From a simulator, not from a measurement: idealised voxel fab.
Process module name: voxel local oxidation
Xsec cut, 250 nm wide, square cell size 5 nm.
Notation: cross-section as square-cell grid; stated in bands, top first, going down; one or more cell rows per band.
Per band: top height and bottom height in nm, followed by the left-to-right materials and their widths in nm; "full width" marks a single material spanning edge to edge, "air" marks empty space.
Heights from 0 (as-received wafer is one material below). Bottom band endless downward, as "0 nm and below".
Per-row width for "30->40": begins at first number (top row of band), ends at second number (bottom row), increment between rows held constant.
No cell of the cross-section changed in a step that is given as "nothing different".
Closed empty spaces (no open way to the top) of 8 cells or more are what "Sealed-off cavities" lists, each as width x height at distance from the left edge, nm for all three.
The remark found on a step's line after its settings is issued by the simulator itself and pertains to that step.
The "overlay nm" setting may appear on a step's line; for a step that uses a mask, it gives how far to the right of its planned position the mask lay, and a negative value indicates the left.
-- Planned process steps
1 RECEIVE [material Si]
2 OXIDIZE [depth nm 5]
3 CONFORMAL_DEP [material SiN] [thk nm 10]
4 DIRECTIONAL_DEP [material aC] [thk nm 10]
5 PATTERN [tone cover] [mask id ACTIVE] [material resist] [width nm 90] [thk nm 25] [overlay nm 0]
6 DIRECTIONAL_ETCH [etch materials aC] [depth nm 10]
7 STRIP [etch materials resist]
8 DIRECTIONAL_ETCH [etch materials SiN] [depth nm 10]
9 STRIP [etch materials aC]
10 SELECTIVE_ETCH [etch materials SiO2] [depth nm 5]
11 OXIDIZE [depth nm 10]
12 STRIP [etch materials SiN]
-- On the first of the two wafers: run conducted according to plan
-- Cross-sectional view of the wafer in its as-received condition, corresponding to the state after step 1
* 0 nm and below = Si full width
* Sealed-off cavities: none
-- After step 2: wafer cross-section
* 0 nm to -5 nm = SiO2 full width
* Everything under -5 stays put, no change at all.
-- After step 3: wafer cross-section
* 10 nm to 0 nm = SiN full width
* Everything under 0 stays put, no change at all.
-- After step 4: wafer cross-section
* 20 nm to 10 nm = aC full width
* Everything under 10 stays put, no change at all.
-- After step 5: wafer cross-section
* 45 nm to 20 nm = 80 nm air / 90 nm resist / 80 nm air
* Everything under 20 stays put, no change at all.
-- After step 6: wafer cross-section
* 35 nm to 20 nm = 80 nm air / 90 nm resist / 80 nm air
* 20 nm to 10 nm = 80 nm air / 90 nm aC / 80 nm air
* Everything under 10 stays put, no change at all.
-- After step 7: wafer cross-section
* 20 nm to 10 nm = 80 nm air / 90 nm aC / 80 nm air
* Everything under 10 stays put, no change at all.
-- After step 8: wafer cross-section
* 20 nm to 10 nm = 80 nm air / 90 nm aC / 80 nm air
* 10 nm to 0 nm = 80 nm air / 90 nm SiN / 80 nm air
* Everything under 0 stays put, no change at all.
-- After step 9: wafer cross-section
* 10 nm to 0 nm = 80 nm air / 90 nm SiN / 80 nm air
* Everything under 0 stays put, no change at all.
-- After step 10: wafer cross-section
* 10 nm to 0 nm = 80 nm air / 90 nm SiN / 80 nm air
* 0 nm to -5 nm = 85 nm air / 80 nm SiO2 / 85 nm air
* Everything under -5 stays put, no change at all.
-- After step 11: wafer cross-section
* 10 nm to 0 nm = 80 nm air / 90 nm SiN / 80 nm air
* 0 nm to -5 nm = 85 nm air / 80 nm SiO2 / 85 nm air
* -5 nm to -15 nm = 95 nm SiO2 / 60 nm Si / 95 nm SiO2
* Everything under -15 stays put, no change at all.
-- After step 12: wafer cross-section
* 0 nm to -5 nm = 85 nm air / 80 nm SiO2 / 85 nm air
* Everything under -5 stays put, no change at all.
-- For the second wafer, take the first wafer's start and plan, then add one mistake made in running it; everything through step 4, that step included, is shared with the first
-- Second wafer, cross-section, planned end of step 5
* 45 nm to 20 nm = 80 nm air / 95 nm resist / 75 nm air
* Everything under 20 stays put, no change at all.
-- Second wafer, cross-section, planned end of step 6
* 35 nm to 20 nm = 80 nm air / 95 nm resist / 75 nm air
* 20 nm to 10 nm = 80 nm air / 95 nm aC / 75 nm air
* Everything under 10 stays put, no change at all.
-- Second wafer, cross-section, planned end of step 7
* 20 nm to 10 nm = 80 nm air / 95 nm aC / 75 nm air
* Everything under 10 stays put, no change at all.
-- Second wafer, cross-section, planned end of step 8
* 20 nm to 10 nm = 80 nm air / 95 nm aC / 75 nm air
* 10 nm to 0 nm = 80 nm air / 95 nm SiN / 75 nm air
* Everything under 0 stays put, no change at all.
-- Second wafer, cross-section, planned end of step 9
* 10 nm to 0 nm = 80 nm air / 95 nm SiN / 75 nm air
* Everything under 0 stays put, no change at all.
-- Second wafer, cross-section, planned end of step 10
* 10 nm to 0 nm = 80 nm air / 95 nm SiN / 75 nm air
* 0 nm to -5 nm = 85 nm air / 85 nm SiO2 / 80 nm air
* Everything under -5 stays put, no change at all.
-- Second wafer, cross-section, planned end of step 11
* 10 nm to 0 nm = 80 nm air / 95 nm SiN / 75 nm air
* 0 nm to -5 nm = 85 nm air / 85 nm SiO2 / 80 nm air
* -5 nm to -15 nm = 95 nm SiO2 / 65 nm Si / 90 nm SiO2
* Everything under -15 stays put, no change at all.
-- Second wafer, cross-section, planned end of step 12
* 0 nm to -5 nm = 85 nm air / 85 nm SiO2 / 80 nm air
* Everything under -5 stays put, no change at all.
Which mistake was made when the wafer was run? step 5 ran differently from the plan; actual operation with settings: PATTERN [tone cover] [mask id ACTIVE] [material resist] [width nm 95] [thk nm 25] [overlay nm 0]
At the finish, the second wafer shows more or fewer cells for some materials than the first does: +2 Si | -1 SiO2
